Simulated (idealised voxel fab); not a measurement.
process module | voxel capacitor over wiring
cross-section cut | 240 nm wide | cells 5 nm
A cross-section is a grid of square cells, given in bands from the top down. A band is one or more rows of cells.
Each band's line starts with the height of the band's top and of its bottom, in nm. Then come its materials from left to right, each with its width in nm. One material with "throughout" fills the band from edge to edge. "air" is empty space.
Height 0 is the level under which the wafer as received is all one material. The lowest band goes on downwards, as in "0 down".
A width such as "30 to 40" changes by the same amount from each row of cells to the next, from the band's top row to its bottom row.
"no change" after a step means that no cell of the cross-section changed.
closed voids: empty space of 8 cells or more with no open way to the top, each as width x height at its distance from the left edge, in nm
after a step's settings: what the simulator itself notes on the step
overlay nm, on a step with a mask: how far to the right of its planned place the mask lay; to the left if negative
plan
1 op RECEIVE | material Si
2 op CONFORMAL_DEP | material SiO2 | thk nm 15
3 op DIRECTIONAL_DEP | material TiN | thk nm 5
4 op DIRECTIONAL_DEP | material W | thk nm 25
5 op PATTERN | tone cover | mask id METAL_1 | material resist | width nm 25 | pitch nm 90 | thk nm 20 | overlay nm 0
6 op DIRECTIONAL_ETCH | etch materials W | depth nm 25
7 op DIRECTIONAL_ETCH | etch materials TiN | depth nm 5
8 op STRIP | etch materials resist
9 op CONFORMAL_DEP | material SiN | thk nm 5
10 op FILL_DEP | material lowk | thk nm 5
11 op CMP | height nm 45
12 op CONFORMAL_DEP | material SiCN | thk nm 5
13 op DIRECTIONAL_DEP | material SiO2 | thk nm 15
14 op DIRECTIONAL_DEP | material aC | thk nm 15
15 op PATTERN | tone open | mask id PLUG_1 | material resist | width nm 15 | thk nm 30 | overlay nm 0
16 op DIRECTIONAL_ETCH | etch materials aC | depth nm 15
17 op STRIP | etch materials resist
18 op DIRECTIONAL_ETCH | etch materials SiO2 | depth nm 15
19 op DIRECTIONAL_ETCH | etch materials SiCN | depth nm 5
20 op STRIP | etch materials aC
21 op CONFORMAL_DEP | material TiN | thk nm 5
22 op FILL_DEP | material Ru | thk nm 10
23 op CMP | height nm 65
24 op DIRECTIONAL_DEP | material TiN | thk nm 5
25 op DIRECTIONAL_DEP | material Al2O3 | thk nm 5
26 op DIRECTIONAL_DEP | material TiN | thk nm 5
27 op DIRECTIONAL_DEP | material aC | thk nm 10
28 op PATTERN | tone cover | mask id UPPER_PLATE | material resist | width nm 70 | thk nm 25 | overlay nm 0
29 op DIRECTIONAL_ETCH | etch materials aC | depth nm 10
30 op STRIP | etch materials resist
31 op DIRECTIONAL_ETCH | etch materials TiN | depth nm 5
32 op DIRECTIONAL_ETCH | etch materials Al2O3 | depth nm 5
33 op STRIP | etch materials aC
34 op PATTERN | tone cover | mask id LOWER_PLATE | material resist | width nm 80 | thk nm 15 | overlay nm 0
35 op DIRECTIONAL_ETCH | etch materials TiN | depth nm 5
36 op STRIP | etch materials resist
37 op FILL_DEP | material SiO2 | thk nm 15
38 op CMP | height nm 90
39 op PATTERN | tone open | mask id PLUG_2 | material resist | width nm 15 | thk nm 15 | overlay nm 0
40 op DIRECTIONAL_ETCH | etch materials SiO2 | depth nm 10
41 op STRIP | etch materials resist
42 op CONFORMAL_DEP | material TiN | thk nm 5
43 op FILL_DEP | material Ru | thk nm 5
44 op CMP | height nm 90
45 op CONFORMAL_DEP | material SiN | thk nm 5
first wafer, as planned
as received, after step 1
  0 down: Si throughout
  closed voids: none
after step 2
  15 to 0: SiO2 throughout
  below 0: unchanged
after step 3
  20 to 15: TiN throughout
  below 15: unchanged
after step 4
  45 to 20: W throughout
  below 20: unchanged
after step 5
  65 to 45: air 60 | resist 25 | air 65 | resist 25 | air 65
  below 45: unchanged
after step 6
  65 to 45: air 60 | resist 25 | air 65 | resist 25 | air 65
  45 to 20: air 60 | W 25 | air 65 | W 25 | air 65
  below 20: unchanged
after step 7
  65 to 45: air 60 | resist 25 | air 65 | resist 25 | air 65
  45 to 20: air 60 | W 25 | air 65 | W 25 | air 65
  20 to 15: air 60 | TiN 25 | air 65 | TiN 25 | air 65
  below 15: unchanged
after step 8
  45 to 20: air 60 | W 25 | air 65 | W 25 | air 65
  below 20: unchanged
after step 9
  50 to 45: air 55 | SiN 35 | air 55 | SiN 35 | air 60
  45 to 20: air 55 | SiN 5 | W 25 | SiN 5 | air 55 | SiN 5 | W 25 | SiN 5 | air 60
  20 to 15: SiN 60 | TiN 25 | SiN 65 | TiN 25 | SiN 65
  below 15: unchanged
after step 10
  55 to 50: lowk throughout
  50 to 45: lowk 55 | SiN 35 | lowk 55 | SiN 35 | lowk 60
  45 to 20: lowk 55 | SiN 5 | W 25 | SiN 5 | lowk 55 | SiN 5 | W 25 | SiN 5 | lowk 60
  below 20: unchanged
after step 11
  45 to 20: lowk 55 | SiN 5 | W 25 | SiN 5 | lowk 55 | SiN 5 | W 25 | SiN 5 | lowk 60
  below 20: unchanged
after step 12
  50 to 45: SiCN throughout
  below 45: unchanged
after step 13
  65 to 50: SiO2 throughout
  below 50: unchanged
after step 14
  80 to 65: aC throughout
  below 65: unchanged
after step 15
  110 to 80: resist 70 | air 15 | resist 155
  below 80: unchanged
after step 16
  95 to 80: resist 70 | air 15 | resist 155
  80 to 65: aC 70 | air 15 | aC 155
  below 65: unchanged
after step 17
  80 to 65: aC 70 | air 15 | aC 155
  below 65: unchanged
after step 18
  80 to 65: aC 70 | air 15 | aC 155
  65 to 50: SiO2 70 | air 15 | SiO2 155
  below 50: unchanged
after step 19
  80 to 65: aC 70 | air 15 | aC 155
  65 to 50: SiO2 70 | air 15 | SiO2 155
  50 to 45: SiCN 70 | air 15 | SiCN 155
  below 45: unchanged
after step 20
  65 to 50: SiO2 70 | air 15 | SiO2 155
  below 50: unchanged
after step 21
  70 to 65: TiN 75 | air 5 | TiN 160
  65 to 50: SiO2 70 | TiN 5 | air 5 | TiN 5 | SiO2 155
  50 to 45: SiCN 70 | TiN 15 | SiCN 155
  below 45: unchanged
after step 22
  80 to 70: Ru throughout
  70 to 65: TiN 75 | Ru 5 | TiN 160
  65 to 50: SiO2 70 | TiN 5 | Ru 5 | TiN 5 | SiO2 155
  below 50: unchanged
after step 23
  65 to 50: SiO2 70 | TiN 5 | Ru 5 | TiN 5 | SiO2 155
  below 50: unchanged
after step 24
  70 to 65: TiN throughout
  below 65: unchanged
after step 25
  75 to 70: Al2O3 throughout
  below 70: unchanged
after step 26
  80 to 75: TiN throughout
  below 75: unchanged
after step 27
  90 to 80: aC throughout
  below 80: unchanged
after step 28
  115 to 90: air 70 | resist 70 | air 100
  below 90: unchanged
after step 29
  105 to 90: air 70 | resist 70 | air 100
  90 to 80: air 70 | aC 70 | air 100
  below 80: unchanged
after step 30
  90 to 80: air 70 | aC 70 | air 100
  below 80: unchanged
after step 31
  90 to 80: air 70 | aC 70 | air 100
  80 to 75: air 70 | TiN 70 | air 100
  below 75: unchanged
after step 32
  90 to 80: air 70 | aC 70 | air 100
  80 to 75: air 70 | TiN 70 | air 100
  75 to 70: air 70 | Al2O3 70 | air 100
  below 70: unchanged
after step 33
  80 to 75: air 70 | TiN 70 | air 100
  below 75: unchanged
after step 34
  95 to 80: air 65 | resist 80 | air 95
  80 to 75: air 65 | resist 5 | TiN 70 | resist 5 | air 95
  75 to 70: air 65 | resist 5 | Al2O3 70 | resist 5 | air 95
  below 70: unchanged
after step 35
  95 to 80: air 65 | resist 80 | air 95
  80 to 75: air 65 | resist 5 | TiN 70 | resist 5 | air 95
  75 to 70: air 65 | resist 5 | Al2O3 70 | resist 5 | air 95
  70 to 65: air 65 | TiN 80 | air 95
  below 65: unchanged
after step 36
  80 to 75: air 70 | TiN 70 | air 100
  75 to 70: air 70 | Al2O3 70 | air 100
  below 70: unchanged
after step 37
  95 to 80: SiO2 throughout
  80 to 75: SiO2 70 | TiN 70 | SiO2 100
  75 to 70: SiO2 70 | Al2O3 70 | SiO2 100
  70 to 65: SiO2 65 | TiN 80 | SiO2 95
  below 65: unchanged
after step 38
  90 to 80: SiO2 throughout
  below 80: unchanged
after step 39
  105 to 90: resist 80 | air 15 | resist 145
  below 90: unchanged
after step 40
  105 to 90: resist 80 | air 15 | resist 145
  90 to 80: SiO2 80 | air 15 | SiO2 145
  below 80: unchanged
after step 41
  90 to 80: SiO2 80 | air 15 | SiO2 145
  below 80: unchanged
after step 42
  95 to 90: TiN 85 | air 5 | TiN 150
  90 to 85: SiO2 80 | TiN 5 | air 5 | TiN 5 | SiO2 145
  85 to 75: SiO2 80 to 70 | TiN 15 to 70 | SiO2 145 to 100
  below 75: unchanged
after step 43
  100 to 95: Ru throughout
  95 to 90: TiN 85 | Ru 5 | TiN 150
  90 to 85: SiO2 80 | TiN 5 | Ru 5 | TiN 5 | SiO2 145
  below 85: unchanged
after step 44
  90 to 85: SiO2 80 | TiN 5 | Ru 5 | TiN 5 | SiO2 145
  below 85: unchanged
after step 45
  95 to 90: SiN throughout
  below 90: unchanged
second wafer: like start, like plan, one mistake. Through step 38 it matches the first wafer
when step 39 should have ended
  105 to 90: resist 70 | air 15 | resist 155
  below 90: unchanged
when step 40 should have ended
  105 to 90: resist 70 | air 15 | resist 155
  90 to 80: SiO2 70 | air 15 | SiO2 155
  below 80: unchanged
when step 41 should have ended
  90 to 80: SiO2 70 | air 15 | SiO2 155
  below 80: unchanged
when step 42 should have ended
  95 to 90: TiN 75 | air 5 | TiN 160
  90 to 85: SiO2 70 | TiN 5 | air 5 | TiN 5 | SiO2 155
  85 to 75: SiO2 70 | TiN 15 to 70 | SiO2 155 to 100
  below 75: unchanged
when step 43 should have ended
  100 to 95: Ru throughout
  95 to 90: TiN 75 | Ru 5 | TiN 160
  90 to 85: SiO2 70 | TiN 5 | Ru 5 | TiN 5 | SiO2 155
  below 85: unchanged
when step 44 should have ended
  90 to 85: SiO2 70 | TiN 5 | Ru 5 | TiN 5 | SiO2 155
  below 85: unchanged
when step 45 should have ended
  95 to 90: SiN throughout
  below 90: unchanged
what went wrong: step 39 ran as: op PATTERN | tone open | mask id PLUG_2 | material resist | width nm 15 | thk nm 15 | overlay nm -10
at the end the second wafer has, in cells: as many of each material as the first, in other places
